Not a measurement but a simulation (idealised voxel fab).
process module | voxel double patterning
cross-section cut | 175 nm wide | cells 5 nm
A cross-section is a grid of square cells, given in bands from the top down. A band is one or more rows of cells.
Each band's line starts with the height of the band's top and of its bottom, in nm. Then come its materials from left to right, each with its width in nm. One material with "throughout" fills the band from edge to edge. "air" is empty space.
Height 0 is the level under which the wafer as received is all one material. The lowest band goes on downwards, as in "0 down".
A width such as "30 to 40" changes by the same amount from each row of cells to the next, from the band's top row to its bottom row.
"no change" after a step means that no cell of the cross-section changed.
closed voids: empty space of 8 cells or more with no open way to the top, each as width x height at its distance from the left edge, in nm
after a step's settings: what the simulator itself notes on the step
overlay nm, on a step with a mask: how far to the right of its planned place the mask lay; to the left if negative
plan
1 op RECEIVE | material Si
2 op CONFORMAL_DEP | material SiN | thk nm 10
3 op DIRECTIONAL_DEP | material SiO2 | thk nm 15
4 op DIRECTIONAL_DEP | material SiCN | thk nm 5
5 op MASKED_ETCH | tone open | mask id FIRST | width nm 15 | pitch nm 50 | etch materials SiCN | depth nm 5 | overlay nm 0
6 op DIRECTIONAL_DEP | material aC | thk nm 15
7 op PATTERN | tone open | mask id SECOND | material resist | width nm 15 | thk nm 35 | overlay nm 0
8 op DIRECTIONAL_ETCH | etch materials aC | depth nm 15
9 op STRIP | etch materials resist
10 op DIRECTIONAL_ETCH | etch materials SiCN | depth nm 5
11 op STRIP | etch materials aC
12 op DIRECTIONAL_ETCH | etch materials SiO2 | depth nm 15
13 op STRIP | etch materials SiCN
as received, after step 1
  0 down: Si throughout
  closed voids: none
a wafer at the end: this start, this plan, one mistake
  15 to 0: SiO2 55 | air 15 | SiO2 10 | air 15 | SiO2 10 | air 15 | SiO2 55
  0 down: Si throughout
  closed voids: none
what went wrong: step 2 was left out
